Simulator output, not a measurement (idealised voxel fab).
The process module that follows is named voxel trench capacitor.
Pictured: cross-section cut, 185 nm wide, on a grid of 5 nm square cells.
Notation: cross-section as square-cell grid; stated in bands, top first, going down; one or more cell rows per band.
First you get the band's top height and its bottom height, in nm, and then the materials it's made of, left to right, with each width in nm. If you see a single material with "full width", that one covers the band edge to edge. "blank" is empty space.
Height reference: 0 = level under which incoming wafer is all one material. Lowest band: no bottom, runs on downward, e.g. "top 0, no bottom".
A width given as "30->40" starts at the first number in the band's top row and ends at the second number in its bottom row, shifting by an equal amount at every step from row to row.
"left unchanged" after a step means that no cell of the cross-section changed.
Empty spaces counting at least 8 cells and having no open way to the top are listed in "Trapped void list". The notation width x height at distance is used for each, the distance being from the left edge and all three values in nm.
Note: text after step settings on the step line = simulator remark on that step.
The "overlay nm" setting may appear on a step's line; for a step that uses a mask, it gives how far to the right of its planned position the mask lay, and a negative value indicates the left.

Here's what the planned process steps look like
1: op RECEIVE | material Si
2: op CONFORMAL_DEP | material SiN | thk nm 10
3: op DIRECTIONAL_DEP | material aC | thk nm 15
4: op PATTERN | tone open | mask id TRENCH | material resist | width nm 30 | pitch nm 50 | thk nm 35 | overlay nm 0
5: op DIRECTIONAL_ETCH | etch materials aC | depth nm 15
6: op STRIP | etch materials resist
7: op DIRECTIONAL_ETCH | etch materials SiN | depth nm 10
8: op DIRECTIONAL_ETCH | etch materials Si | depth nm 25
9: op STRIP | etch materials aC
10: op CONFORMAL_DEP | material Al2O3 | thk nm 5
11: op CONFORMAL_DEP | material TiN | thk nm 5
12: op FILL_DEP | material W | thk nm 5
13: op CMP | height nm 10

Cross-section: wafer on arrival = after step 1
	top 0, no bottom | Si full width
	Trapped void list: none

Module complete - cross-section of the first of two wafers, run according to plan
	top 10, bottom 0 | 50 of SiN  5 of Al2O3  5 of TiN  10 of W  5 of TiN  5 of Al2O3  20 of SiN  5 of Al2O3  5 of TiN  10 of W  5 of TiN  5 of Al2O3  55 of SiN
	top 0, bottom -15 | 50 of Si  5 of Al2O3  5 of TiN  10 of W  5 of TiN  5 of Al2O3  20 of Si  5 of Al2O3  5 of TiN  10 of W  5 of TiN  5 of Al2O3  55 of Si
	top -15, bottom -20 | 50 of Si  5 of Al2O3  20 of TiN  5 of Al2O3  20 of Si  5 of Al2O3  20 of TiN  5 of Al2O3  55 of Si
	top -20, bottom -25 | 50 of Si  30 of Al2O3  20 of Si  30 of Al2O3  55 of Si
	top -25, no bottom | Si full width
	Trapped void list: none

This is the second of the two wafers, cross-sectioned at the end of the module; it started exactly like the first and was given the same plan, but it was run with one mistake
	top 25, bottom 20 | W full width
	top 20, bottom 15 | 60 of TiN  10 of W  40 of TiN  10 of W  65 of TiN
	top 15, bottom 10 | 55 of Al2O3  5 of TiN  10 of W  5 of TiN  30 of Al2O3  5 of TiN  10 of W  5 of TiN  60 of Al2O3
	top 10, bottom 0 | 50 of SiN  5 of Al2O3  5 of TiN  10 of W  5 of TiN  5 of Al2O3  20 of SiN  5 of Al2O3  5 of TiN  10 of W  5 of TiN  5 of Al2O3  55 of SiN
	top 0, bottom -15 | 50 of Si  5 of Al2O3  5 of TiN  10 of W  5 of TiN  5 of Al2O3  20 of Si  5 of Al2O3  5 of TiN  10 of W  5 of TiN  5 of Al2O3  55 of Si
	top -15, bottom -20 | 50 of Si  5 of Al2O3  20 of TiN  5 of Al2O3  20 of Si  5 of Al2O3  20 of TiN  5 of Al2O3  55 of Si
	top -20, bottom -25 | 50 of Si  30 of Al2O3  20 of Si  30 of Al2O3  55 of Si
	top -25, no bottom | Si full width
	Trapped void list: none
Heads up, the wafer didn't run the way we planned it: the run left out plan step 13 entirely, so it was never executed
Count the cells at the end and the second wafer has more or fewer of some materials than the first: +29 Al2O3; +37 TiN; +45 W
